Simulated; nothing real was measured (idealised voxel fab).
process module | voxel ribs on slabs
cross-section cut | 200 nm wide | cells 5 nm
A cross-section is a grid of square cells, given in bands from the top down. A band is one or more rows of cells.
Each band's line starts with the height of the band's top and of its bottom, in nm. Then come its materials from left to right, each with its width in nm. One material with "throughout" fills the band from edge to edge. "air" is empty space.
Height 0 is the level under which the wafer as received is all one material. The lowest band goes on downwards, as in "0 down".
A width such as "30 to 40" changes by the same amount from each row of cells to the next, from the band's top row to its bottom row.
"no change" after a step means that no cell of the cross-section changed.
closed voids: empty space of 8 cells or more with no open way to the top, each as width x height at its distance from the left edge, in nm
after a step's settings: what the simulator itself notes on the step
overlay nm, on a step with a mask: how far to the right of its planned place the mask lay; to the left if negative
plan
1 op RECEIVE | material Si
2 op DIRECTIONAL_DEP | material SiO2 | thk nm 25
3 op DIRECTIONAL_DEP | material SiN | thk nm 25
4 op MASKED_ETCH | tone cover | mask id RIB | width nm 25 | etch materials SiN | depth nm 20 | overlay nm 0
5 op DIRECTIONAL_DEP | material aC | thk nm 15
6 op PATTERN | tone cover | mask id SLAB | material resist | width nm 55 | thk nm 30 | overlay nm 0
7 op DIRECTIONAL_ETCH | etch materials aC | depth nm 15
8 op STRIP | etch materials resist
9 op DIRECTIONAL_ETCH | etch materials SiN | depth nm 5
10 op STRIP | etch materials aC
11 op FILL_DEP | material SiO2 | thk nm 20
12 op CMP | height nm 60
13 op DIRECTIONAL_DEP | material W | thk nm 5
14 op MASKED_ETCH | tone cover | mask id HEATER | width nm 35 | etch materials W | depth nm 5 | overlay nm 0
15 op CONFORMAL_DEP | material SiN | thk nm 10
as received, after step 1
  0 down: Si throughout
  closed voids: none
a wafer at the end: this start, this plan, one mistake
  75 to 70: air 70 | SiN 55 | air 75
  70 to 65: SiN throughout
  65 to 60: SiN 80 | W 35 | SiN 85
  60 to 50: SiO2 throughout
  50 to 45: SiO2 70 | SiN 15 | SiO2 25 | SiN 15 | SiO2 75
  45 to 30: SiN 85 | SiO2 25 | SiN 90
  30 to 25: SiN throughout
  25 to 0: SiO2 throughout
  0 down: Si throughout
  closed voids: none
what went wrong: step 4 ran as: op MASKED_ETCH | tone open | mask id RIB | width nm 25 | etch materials SiN | depth nm 20 | overlay nm 0
